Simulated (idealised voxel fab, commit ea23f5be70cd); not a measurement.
Process module heading - voxel spacer lines
Displayed cross-section: cut, width of 175 nm, square cells sized 5 nm.
Cross-section = grid of square cells, listed top down in bands; band = one or more rows.
Quick guide to a band line: top height, bottom height (nm) up front; then every material left to right with its width in nm. Only one material and it's marked "all across"? Then it fills the band edge to edge. And "blank" just means empty space.
Counting heights begins at 0, where everything beneath is, in the wafer as received, one material. The lowest band has no bottom; it goes on downwards, as "from 0 down" shows.
A width such as "30..40" changes by the same amount from each row of cells to the next, from the band's top row to its bottom row.
"stayed the same" for a step: no cell of the cross-section changed in that step.
Heads up: "Closed void catalog" only lists the empty pockets with no open path to the top that are 8 cells or more, and it writes them as width x height at distance, distance from the left edge, in nm.
Read whatever lies past the settings on a step's line as the simulator's own remark about the step.
The line of a step may include "overlay nm". On a step with a mask, this value is how far to the right of its planned place the mask lay. A negative value means the mask lay to the left.

-- The steps planned for the process are as follows
1) RECEIVE [material Si]
2) CONFORMAL_DEP [material Al2O3] [thk nm 10]
3) DIRECTIONAL_DEP [material W] [thk nm 15]
4) DIRECTIONAL_DEP [material polySi] [thk nm 25]
5) PATTERN [tone cover] [mask id MANDREL] [material resist] [width nm 20] [pitch nm 60] [thk nm 30] [overlay nm 0]
6) DIRECTIONAL_ETCH [etch materials polySi] [depth nm 25]
7) STRIP [etch materials resist]
8) CONFORMAL_DEP [material SiN] [thk nm 10]
9) DIRECTIONAL_ETCH [etch materials SiN] [depth nm 10]
10) STRIP [etch materials polySi]
11) DIRECTIONAL_ETCH [etch materials W] [depth nm 15]
12) STRIP [etch materials SiN]
13) FILL_DEP [material SiO2] [thk nm 10]
14) CMP [height nm 25]

-- Concerning the first of two wafers, which was run in accordance with the plan

-- as received, after step 1
  from 0 down | Si all across
  Closed void catalog: none

-- You're looking at a cross-section of the wafer after step 2
  from 10 to 0 | Al2O3 all across
  Under 0: no change, same as before.

-- You're looking at a cross-section of the wafer after step 3
  from 25 to 10 | W all across
  Under 10: no change, same as before.

-- You're looking at a cross-section of the wafer after step 4
  from 50 to 25 | polySi all across
  Under 25: no change, same as before.

-- You're looking at a cross-section of the wafer after step 5
  from 80 to 50 | blank=15 / resist=20 / blank=40 / resist=20 / blank=40 / resist=20 / blank=20
  Under 50: no change, same as before.

-- You're looking at a cross-section of the wafer after step 6
  from 80 to 50 | blank=15 / resist=20 / blank=40 / resist=20 / blank=40 / resist=20 / blank=20
  from 50 to 25 | blank=15 / polySi=20 / blank=40 / polySi=20 / blank=40 / polySi=20 / blank=20
  Under 25: no change, same as before.

-- You're looking at a cross-section of the wafer after step 7
  from 50 to 25 | blank=15 / polySi=20 / blank=40 / polySi=20 / blank=40 / polySi=20 / blank=20
  Under 25: no change, same as before.

-- You're looking at a cross-section of the wafer after step 8
  from 60 to 50 | blank=5 / SiN=40 / blank=20 / SiN=40 / blank=20 / SiN=40 / blank=10
  from 50 to 35 | blank=5 / SiN=10 / polySi=20 / SiN=10 / blank=20 / SiN=10 / polySi=20 / SiN=10 / blank=20 / SiN=10 / polySi=20 / SiN=10 / blank=10
  from 35 to 25 | SiN=15 / polySi=20 / SiN=40 / polySi=20 / SiN=40 / polySi=20 / SiN=20
  Under 25: no change, same as before.

-- You're looking at a cross-section of the wafer after step 9
  from 50 to 25 | blank=5 / SiN=10 / polySi=20 / SiN=10 / blank=20 / SiN=10 / polySi=20 / SiN=10 / blank=20 / SiN=10 / polySi=20 / SiN=10 / blank=10
  Under 25: no change, same as before.

-- You're looking at a cross-section of the wafer after step 10
  from 50 to 25 | blank=5 / SiN=10 / blank=20 / SiN=10 / blank=20 / SiN=10 / blank=20 / SiN=10 / blank=20 / SiN=10 / blank=20 / SiN=10 / blank=10
  Under 25: no change, same as before.

-- You're looking at a cross-section of the wafer after step 11
  from 50 to 25 | blank=5 / SiN=10 / blank=20 / SiN=10 / blank=20 / SiN=10 / blank=20 / SiN=10 / blank=20 / SiN=10 / blank=20 / SiN=10 / blank=10
  from 25 to 10 | blank=5 / W=10 / blank=20 / W=10 / blank=20 / W=10 / blank=20 / W=10 / blank=20 / W=10 / blank=20 / W=10 / blank=10
  Under 10: no change, same as before.

-- You're looking at a cross-section of the wafer after step 12
  from 25 to 10 | blank=5 / W=10 / blank=20 / W=10 / blank=20 / W=10 / blank=20 / W=10 / blank=20 / W=10 / blank=20 / W=10 / blank=10
  Under 10: no change, same as before.

-- You're looking at a cross-section of the wafer after step 13
  from 35 to 25 | SiO2 all across
  from 25 to 10 | SiO2=5 / W=10 / SiO2=20 / W=10 / SiO2=20 / W=10 / SiO2=20 / W=10 / SiO2=20 / W=10 / SiO2=20 / W=10 / SiO2=10
  Under 10: no change, same as before.

-- You're looking at a cross-section of the wafer after step 14
  from 25 to 10 | SiO2=5 / W=10 / SiO2=20 / W=10 / SiO2=20 / W=10 / SiO2=20 / W=10 / SiO2=20 / W=10 / SiO2=20 / W=10 / SiO2=10
  Under 10: no change, same as before.

-- Second wafer, same starting state and plan as the first, one mistake in the run, identical through step 13

-- Cross-section of the second wafer when, according to plan, step 14 should have finished
  from 30 to 25 | SiO2 all across
  Under 25: no change, same as before.
Which mistake was made when the wafer was run? step 14 was not run as planned; what actually ran was CMP [height nm 30]
Wrapping up, a cell-based count of both wafers puts the second over or under the first for these materials: +35 SiO2
